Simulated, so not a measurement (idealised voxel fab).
The following process module bears the name voxel capacitor over wiring.
Xsec cut, 235 nm wide, square cell size 5 nm.
In what follows, cross-sections appear as grids of square cells, described through bands that run from the top down, where every band is one or more rows of cells. Basically the band line says how high the top is and how high the bottom is, in nm, and then what's in it from left to right, every material with its width in nm. Empty space shows up as "air", and if a single material carries "throughout" it runs the full band edge to edge. The level at which height equals 0 is the one under which the wafer, as it arrives, is entirely one material. No lower edge exists for the bottom band, which continues downward and is notated as in "z 0 and below". The width entry "30 to 40" should be interpreted row by row: the top row of cells in the band takes the first number, the bottom row takes the second number, and the change between adjacent rows is uniform throughout. "remained unchanged", as given for a step, is the statement that not any cell of the cross-section underwent a change during that step. If an empty space has no open way to the top and is at least 8 cells in size, "Sealed internal voids" lists it, written width x height at distance, where distance is measured from the left edge and every value is in nm. That trailing text on a step's line, after the settings, is the simulator's own remark on the step. Among the settings permitted on a step's line is "overlay nm"; applied to a step with a mask, it specifies the extent to which the mask lay to the right of its planned position, whereas a negative figure signifies a position to the left.

Process steps foreseen in the plan:
step 1: RECEIVE, material Si
step 2: CONFORMAL_DEP, material SiO2, thk nm 10
step 3: CONFORMAL_DEP, material SiCN, thk nm 5
step 4: DIRECTIONAL_DEP, material SiO2, thk nm 15
step 5: PATTERN, tone open, mask id METAL_1, material resist, width nm 30, pitch nm 100, thk nm 20, overlay nm 0
step 6: DIRECTIONAL_ETCH, etch materials SiO2, depth nm 15
step 7: DIRECTIONAL_ETCH, etch materials SiCN, depth nm 5
step 8: STRIP, etch materials resist
step 9: CONFORMAL_DEP, material TiN, thk nm 5
step 10: FILL_DEP, material Cu, thk nm 5
step 11: CMP, height nm 30
step 12: CONFORMAL_DEP, material SiCN, thk nm 5
step 13: DIRECTIONAL_DEP, material lowk, thk nm 15
step 14: MASKED_ETCH, tone open, mask id PLUG_1, width nm 15, etch materials lowk, depth nm 15, overlay nm 0
step 15: MASKED_ETCH, tone open, mask id PLUG_1, width nm 15, etch materials SiCN, depth nm 5, overlay nm 0
step 16: EPI, material Ru, thk nm 10
step 17: EPI, material Ru, thk nm 10
step 18: DIRECTIONAL_DEP, material TiN, thk nm 5
step 19: DIRECTIONAL_DEP, material Al2O3, thk nm 5
step 20: DIRECTIONAL_DEP, material TiN, thk nm 5
step 21: MASKED_ETCH, tone cover, mask id UPPER_PLATE, width nm 75, etch materials TiN, depth nm 5, overlay nm 0
step 22: MASKED_ETCH, tone cover, mask id UPPER_PLATE, width nm 75, etch materials Al2O3, depth nm 5, overlay nm 0
step 23: PATTERN, tone cover, mask id LOWER_PLATE, material resist, width nm 85, thk nm 15, overlay nm 0
step 24: DIRECTIONAL_ETCH, etch materials TiN, depth nm 5
step 25: STRIP, etch materials resist
step 26: FILL_DEP, material SiO2, thk nm 15
step 27: CMP, height nm 75
step 28: DIRECTIONAL_DEP, material aC, thk nm 10
step 29: PATTERN, tone open, mask id PLUG_2, material resist, width nm 15, thk nm 30, overlay nm 0
step 30: DIRECTIONAL_ETCH, etch materials aC, depth nm 10
step 31: STRIP, etch materials resist
step 32: DIRECTIONAL_ETCH, etch materials SiO2, depth nm 10
step 33: STRIP, etch materials aC
step 34: CONFORMAL_DEP, material TiN, thk nm 5
step 35: FILL_DEP, material Cu, thk nm 10
step 36: CMP, height nm 75
step 37: CONFORMAL_DEP, material SiCN, thk nm 5

As received (post step 1): cross-section:
    z 0 and below = Si throughout
    Sealed internal voids: none

This is how the wafer looks in cross-section once the module is done, given the starting state and plan above and one mistake in carrying the plan out:
    z 80 to 75 = SiCN throughout
    z 75 to 70 = 75 SiO2  5 TiN  5 Cu  5 TiN  145 SiO2
    z 70 to 60 = 75 to 80 SiO2  15 to 60 TiN  145 to 95 SiO2
    z 60 to 55 = 80 SiO2  60 Al2O3  95 SiO2
    z 55 to 50 = 60 SiO2  85 TiN  90 SiO2
    z 50 to 45 = 65 lowk  15 Al2O3  155 lowk
    z 45 to 40 = 65 lowk  15 TiN  155 lowk
    z 40 to 35 = lowk throughout
    z 35 to 30 = SiCN throughout
    z 30 to 15 = 50 SiO2  5 TiN  20 Cu  5 TiN  70 SiO2  5 TiN  20 Cu  5 TiN  55 SiO2
    z 15 to 10 = 50 SiCN  30 TiN  70 SiCN  30 TiN  55 SiCN
    z 10 to 0 = SiO2 throughout
    z 0 and below = Si throughout
    Sealed internal voids: none
What was the processing mistake? note that step 14 departed from the planned setting and was carried out as MASKED_ETCH, tone open, mask id PLUG_1, width nm 15, etch materials lowk, depth nm 10, overlay nm 0
